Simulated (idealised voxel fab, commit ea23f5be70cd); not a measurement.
The name of this process module is voxel wiring stack.
The cross-section on display is named cut; it measures 295 nm wide, and its cells are 5 nm squares.
Bands, listed from the top down, are how a cross-section gets written in this document; the cross-section itself is a grid of square cells, and a band is one or more rows of them. Quick guide to a band line: top height, bottom height (nm) up front; then every material left to right with its width in nm. Only one material and it's marked "all across"? Then it fills the band edge to edge. And "blank" just means empty space. Beneath 0, the wafer as received is one material, and that level is where height counting begins. The lowest band goes on downward without a bottom; it is written like "0 nm and below". The width entry "30..40" should be interpreted row by row: the top row of cells in the band takes the first number, the bottom row takes the second number, and the change between adjacent rows is uniform throughout. The cross-section has no changed cell in any step marked "no modification". The entry titled "Closed cavity list" provides the empty spaces that have no open way to the top, restricted to those of 8 cells or more. Each is presented as width x height at distance, the distance being measured from the left edge, with all three in nm. Note: text after step settings on the step line = simulator remark on that step. Steps that use a mask can have "overlay nm" on their line. It says how far the mask sat to the right of where it was meant to be. Negative means to the left.
Steps in the process plan:
| 1 | RECEIVE | material Si |
| 2 | CONFORMAL_DEP | material SiO2 | thk nm 10 |
| 3 | DIRECTIONAL_DEP | material TiN | thk nm 5 |
| 4 | DIRECTIONAL_DEP | material Ru | thk nm 20 |
| 5 | MASKED_ETCH | tone cover | mask id METAL_1 | width nm 30 | pitch nm 50 | etch materials Ru | depth nm 20 | overlay nm 0 |
| 6 | MASKED_ETCH | tone cover | mask id METAL_1 | width nm 30 | pitch nm 50 | etch materials TiN | depth nm 5 | overlay nm 0 |
| 7 | FILL_DEP | material SiO2 | thk nm 5 |
| 8 | CMP | height nm 35 |
| 9 | CONFORMAL_DEP | material SiCN | thk nm 5 |
| 10 | DIRECTIONAL_DEP | material lowk | thk nm 25 |
| 11 | MASKED_ETCH | tone open | mask id METAL_2_HOLES | width nm 15 | pitch nm 50 | etch materials lowk | depth nm 25 | overlay nm 0 |
| 12 | MASKED_ETCH | tone open | mask id METAL_2 | width nm 30 | pitch nm 50 | etch materials lowk | depth nm 15 | overlay nm 0 |
| 13 | MASKED_ETCH | tone open | mask id METAL_2 | width nm 30 | pitch nm 50 | etch materials SiCN | depth nm 5 | overlay nm 0 |
| 14 | CONFORMAL_DEP | material TiN | thk nm 5 |
| 15 | FILL_DEP | material Ru | thk nm 5 |
| 16 | CMP | height nm 65 |
| 17 | CONFORMAL_DEP | material SiCN | thk nm 5 |
| 18 | DIRECTIONAL_DEP | material SiO2 | thk nm 10 |
| 19 | MASKED_ETCH | tone open | mask id PLUG_2 | width nm 15 | pitch nm 100 | etch materials SiO2 | depth nm 10 | overlay nm 0 |
| 20 | MASKED_ETCH | tone open | mask id PLUG_2 | width nm 15 | pitch nm 100 | etch materials SiCN | depth nm 5 | overlay nm 0 |
| 21 | EPI | material Ru | thk nm 10 |
| 22 | EPI | material Ru | thk nm 5 |
| 23 | DIRECTIONAL_DEP | material TiN | thk nm 5 |
| 24 | DIRECTIONAL_DEP | material W | thk nm 25 |
| 25 | MASKED_ETCH | tone cover | mask id METAL_3 | width nm 30 | pitch nm 50 | etch materials W | depth nm 25 | overlay nm 0 |
| 26 | MASKED_ETCH | tone cover | mask id METAL_3 | width nm 30 | pitch nm 50 | etch materials TiN | depth nm 5 | overlay nm 0 |
| 27 | CONFORMAL_DEP | material SiCN | thk nm 5 |
| 28 | FILL_DEP | material lowk | thk nm 5 |
| 29 | CMP | height nm 110 |
| 30 | CONFORMAL_DEP | material SiCN | thk nm 5 |
| 31 | DIRECTIONAL_DEP | material SiO2 | thk nm 25 |
| 32 | DIRECTIONAL_DEP | material aC | thk nm 10 |
| 33 | PATTERN | tone open | mask id METAL_4 | material resist | width nm 30 | pitch nm 50 | thk nm 25 | overlay nm 0 |
| 34 | DIRECTIONAL_ETCH | etch materials aC | depth nm 10 |
| 35 | STRIP | etch materials resist |
| 36 | DIRECTIONAL_ETCH | etch materials SiO2 | depth nm 15 |
| 37 | STRIP | etch materials aC |
| 38 | MASKED_ETCH | tone open | mask id METAL_4_HOLES | width nm 15 | pitch nm 50 | etch materials SiO2 | depth nm 10 | overlay nm 0 |
| 39 | MASKED_ETCH | tone open | mask id METAL_4_HOLES | width nm 15 | pitch nm 50 | etch materials SiCN | depth nm 5 | overlay nm 0 |
| 40 | CONFORMAL_DEP | material TiN | thk nm 5 |
| 41 | FILL_DEP | material Cu | thk nm 10 |
| 42 | CMP | height nm 140 |
| 43 | CONFORMAL_DEP | material SiN | thk nm 5 |
Cross-section: wafer on arrival = after step 1:
	0 nm and below | Si all across
	Closed cavity list: none
What the wafer looks like in cross-section after this module, when it starts as shown above and follows the plan above but one mistake is made in running it:
	145 nm to 140 nm | SiN all across
	140 nm to 130 nm | 55 nm SiO2, 5..10 nm TiN, 15..10 nm Cu, 5 nm TiN, 25 nm SiO2, 5..10 nm TiN, 15..10 nm Cu, 5 nm TiN, 25 nm SiO2, 5..10 nm TiN, 15..10 nm Cu, 5 nm TiN, 25 nm SiO2, 5..10 nm TiN, 15..10 nm Cu, 5 nm TiN, 65 nm SiO2
	130 nm to 125 nm | 60 nm SiO2, 20 nm TiN, 30 nm SiO2, 20 nm TiN, 30 nm SiO2, 20 nm TiN, 30 nm SiO2, 20 nm TiN, 65 nm SiO2
	125 nm to 115 nm | 60 nm SiO2, 10 nm TiN, 40 nm SiO2, 10 nm TiN, 40 nm SiO2, 10 nm TiN, 40 nm SiO2, 10 nm TiN, 75 nm SiO2
	115 nm to 110 nm | 60 nm SiCN, 10 nm TiN, 40 nm SiCN, 10 nm TiN, 40 nm SiCN, 10 nm TiN, 40 nm SiCN, 10 nm TiN, 75 nm SiCN
	110 nm to 85 nm | 50 nm lowk, 5 nm SiCN, 30 nm W, 5 nm SiCN, 10 nm lowk, 5 nm SiCN, 30 nm W, 5 nm SiCN, 10 nm lowk, 5 nm SiCN, 30 nm W, 5 nm SiCN, 10 nm lowk, 5 nm SiCN, 30 nm W, 5 nm SiCN, 55 nm lowk
	85 nm to 80 nm | 55 nm SiCN, 30 nm TiN, 20 nm SiCN, 30 nm TiN, 20 nm SiCN, 30 nm TiN, 20 nm SiCN, 30 nm TiN, 60 nm SiCN
	80 nm to 70 nm | 55 nm SiO2, 15 nm Ru, 85 nm SiO2, 15 nm Ru, 125 nm SiO2
	70 nm to 65 nm | 55 nm SiCN, 15 nm Ru, 85 nm SiCN, 15 nm Ru, 125 nm SiCN
	65 nm to 55 nm | 55 nm lowk, 5 nm TiN, 20 nm Ru, 5 nm TiN, 20 nm lowk, 5 nm TiN, 20 nm Ru, 5 nm TiN, 20 nm lowk, 5 nm TiN, 20 nm Ru, 5 nm TiN, 20 nm lowk, 5 nm TiN, 20 nm Ru, 5 nm TiN, 60 nm lowk
	55 nm to 50 nm | 55 nm lowk, 5 nm TiN, 5 nm Ru, 20 nm TiN, 20 nm lowk, 5 nm TiN, 5 nm Ru, 20 nm TiN, 20 nm lowk, 5 nm TiN, 5 nm Ru, 20 nm TiN, 20 nm lowk, 5 nm TiN, 5 nm Ru, 20 nm TiN, 60 nm lowk
	50 nm to 40 nm | 55 nm lowk, 5 nm TiN, 5 nm Ru, 5 nm TiN, 35 nm lowk, 5 nm TiN, 5 nm Ru, 5 nm TiN, 35 nm lowk, 5 nm TiN, 5 nm Ru, 5 nm TiN, 35 nm lowk, 5 nm TiN, 5 nm Ru, 5 nm TiN, 75 nm lowk
	40 nm to 35 nm | 55 nm SiCN, 15 nm TiN, 35 nm SiCN, 15 nm TiN, 35 nm SiCN, 15 nm TiN, 35 nm SiCN, 15 nm TiN, 75 nm SiCN
	35 nm to 15 nm | 55 nm SiO2, 30 nm Ru, 20 nm SiO2, 30 nm Ru, 20 nm SiO2, 30 nm Ru, 20 nm SiO2, 30 nm Ru, 60 nm SiO2
	15 nm to 10 nm | 55 nm SiO2, 30 nm TiN, 20 nm SiO2, 30 nm TiN, 20 nm SiO2, 30 nm TiN, 20 nm SiO2, 30 nm TiN, 60 nm SiO2
	10 nm to 0 nm | SiO2 all across
	0 nm and below | Si all across
	Closed cavity list: none
what went wrong: step 33 did not happen as planned, as run it was PATTERN | tone open | mask id METAL_4 | material resist | width nm 20 | pitch nm 50 | thk nm 25 | overlay nm 0
